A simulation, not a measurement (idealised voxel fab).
Name of the process module below: voxel capacitor over wiring
Square cell edge 5 nm, section width 190 nm, ID cut.
How to read a cross-section here: the picture is a grid of square cells, written as bands going from the top down, and any band can span one or more rows of cells. The entry gives the band's vertical extent as a top height and a bottom height in nm, then its horizontal make-up as materials from left to right, each with a width in nm. "blank" stands for empty space; a single material marked "throughout" fills the band edge to edge. Heads up on the height convention: 0 is the point under which the incoming wafer is all one material, and the lowest band has no bottom, it just keeps going down, like "top 0, no bottom". Think of "30..40" as a width that walks from the first number to the second as you go down the band, top row to bottom row, taking equal-sized steps from row to row. It should be understood that the words "nothing changed", when stated for a given step, signify that the cross-section underwent no change in any of its cells during that step. "Voids, sealed" enumerates empty spaces isolated from the top, with no open way to it, that contain at least 8 cells, giving each as width x height at distance from the left edge, all three in nm. Where a step's line continues beyond its settings, the continuation is a remark by the simulator itself on that step. Among the settings permitted on a step's line is "overlay nm"; applied to a step with a mask, it specifies the extent to which the mask lay to the right of its planned position, whereas a negative figure signifies a position to the left.
Process steps - plan:
1 RECEIVE: material Si
2 CONFORMAL_DEP: material SiO2, thk nm 15
3 CONFORMAL_DEP: material SiCN, thk nm 5
4 DIRECTIONAL_DEP: material lowk, thk nm 25
5 PATTERN: tone open, mask id METAL_1, material resist, width nm 25, pitch nm 75, thk nm 20, overlay nm 0
6 DIRECTIONAL_ETCH: etch materials lowk, depth nm 25
7 DIRECTIONAL_ETCH: etch materials SiCN, depth nm 5
8 STRIP: etch materials resist
9 CONFORMAL_DEP: material TiN, thk nm 5
10 FILL_DEP: material Ru, thk nm 10
11 CMP: height nm 45
12 CONFORMAL_DEP: material SiCN, thk nm 5
13 DIRECTIONAL_DEP: material lowk, thk nm 15
14 PATTERN: tone open, mask id PLUG_1, material resist, width nm 15, thk nm 15, overlay nm 0
15 DIRECTIONAL_ETCH: etch materials lowk, depth nm 15
16 DIRECTIONAL_ETCH: etch materials SiCN, depth nm 5
17 STRIP: etch materials resist
18 EPI: material Ru, thk nm 10
19 EPI: material Ru, thk nm 10
20 DIRECTIONAL_DEP: material TiN, thk nm 10
21 DIRECTIONAL_DEP: material Al2O3, thk nm 5
22 DIRECTIONAL_DEP: material TiN, thk nm 10
23 PATTERN: tone cover, mask id UPPER_PLATE, material resist, width nm 55, thk nm 20, overlay nm 0
24 DIRECTIONAL_ETCH: etch materials TiN, depth nm 10
25 DIRECTIONAL_ETCH: etch materials Al2O3, depth nm 5
26 STRIP: etch materials resist
27 MASKED_ETCH: tone cover, mask id LOWER_PLATE, width nm 65, etch materials TiN, depth nm 10, overlay nm -15
28 FILL_DEP: material SiO2, thk nm 15
29 CMP: height nm 100
30 MASKED_ETCH: tone open, mask id PLUG_2, width nm 15, etch materials SiO2, depth nm 10, overlay nm 0
31 CONFORMAL_DEP: material TiN, thk nm 5
32 FILL_DEP: material W, thk nm 5
33 CMP: height nm 100
34 CONFORMAL_DEP: material SiN, thk nm 5
The value of overlay nm given for step 27 in the plan refers to the first wafer; the wafers vary in this setting and are alike at the start.
As received, i.e. after step 1: cross-section through the first of several wafers:
> top 0, no bottom | Si throughout
> Voids, sealed: none
End-of-module cross-section, first of several wafers, after last step 34:
> top 105, bottom 100 | SiN throughout
> top 100, bottom 95 | SiO2 65 nm | TiN 5 nm | W 5 nm | TiN 5 nm | SiO2 110 nm
> top 95, bottom 90 | SiO2 65 nm | TiN 15 nm | SiO2 110 nm
> top 90, bottom 80 | SiO2 55 nm | TiN 45 nm | SiO2 90 nm
> top 80, bottom 75 | SiO2 55 nm | Al2O3 55 nm | SiO2 80 nm
> top 75, bottom 65 | SiO2 35 nm | TiN 75 nm | SiO2 80 nm
> top 65, bottom 50 | lowk 55 nm | Ru 15 nm | lowk 120 nm
> top 50, bottom 45 | SiCN 55 nm | Ru 15 nm | SiCN 120 nm
> top 45, bottom 20 | lowk 45 nm | TiN 5 nm | Ru 15 nm | TiN 5 nm | lowk 50 nm | TiN 5 nm | Ru 15 nm | TiN 5 nm | lowk 45 nm
> top 20, bottom 15 | SiCN 45 nm | TiN 25 nm | SiCN 50 nm | TiN 25 nm | SiCN 45 nm
> top 15, bottom 0 | SiO2 throughout
> top 0, no bottom | Si throughout
> Voids, sealed: none
Cross-section, module end, final of several wafers:
> top 105, bottom 100 | SiN throughout
> top 100, bottom 95 | SiO2 65 nm | TiN 5 nm | W 5 nm | TiN 5 nm | SiO2 110 nm
> top 95, bottom 90 | SiO2 65 nm | TiN 15 nm | SiO2 110 nm
> top 90, bottom 80 | SiO2 65 nm | TiN 45 nm | SiO2 80 nm
> top 80, bottom 75 | SiO2 55 nm | Al2O3 55 nm | SiO2 80 nm
> top 75, bottom 65 | SiO2 55 nm | TiN 75 nm | SiO2 60 nm
> top 65, bottom 50 | lowk 55 nm | Ru 15 nm | lowk 120 nm
> top 50, bottom 45 | SiCN 55 nm | Ru 15 nm | SiCN 120 nm
> top 45, bottom 20 | lowk 45 nm | TiN 5 nm | Ru 15 nm | TiN 5 nm | lowk 50 nm | TiN 5 nm | Ru 15 nm | TiN 5 nm | lowk 45 nm
> top 20, bottom 15 | SiCN 45 nm | TiN 25 nm | SiCN 50 nm | TiN 25 nm | SiCN 45 nm
> top 15, bottom 0 | SiO2 throughout
> top 0, no bottom | Si throughout
> Voids, sealed: none
Basically each wafer gets a line in the table, showing it at the end of the module: material by material, the cells it gained (+) or lost (-) since we got it, then its closed voids:
overlay nm -15 | +11 Al2O3 | +42 Ru | +63 SiCN | +38 SiN | +315 SiO2 | +83 TiN | +1 W | +245 lowk | Voids, sealed: none
overlay nm -10 | +11 Al2O3 | +42 Ru | +63 SiCN | +38 SiN | +315 SiO2 | +83 TiN | +1 W | +245 lowk | Voids, sealed: none
overlay nm -5 | +11 Al2O3 | +42 Ru | +63 SiCN | +38 SiN | +315 SiO2 | +83 TiN | +1 W | +245 lowk | Voids, sealed: none
overlay nm 0 | +11 Al2O3 | +42 Ru | +63 SiCN | +38 SiN | +315 SiO2 | +83 TiN | +1 W | +245 lowk | Voids, sealed: none
overlay nm 5 | +11 Al2O3 | +42 Ru | +63 SiCN | +38 SiN | +315 SiO2 | +83 TiN | +1 W | +245 lowk | Voids, sealed: none
overlay nm 10 | +11 Al2O3 | +42 Ru | +63 SiCN | +38 SiN | +315 SiO2 | +83 TiN | +1 W | +245 lowk | Voids, sealed: none
overlay nm 15 | +11 Al2O3 | +42 Ru | +63 SiCN | +38 SiN | +315 SiO2 | +83 TiN | +1 W | +245 lowk | Voids, sealed: none
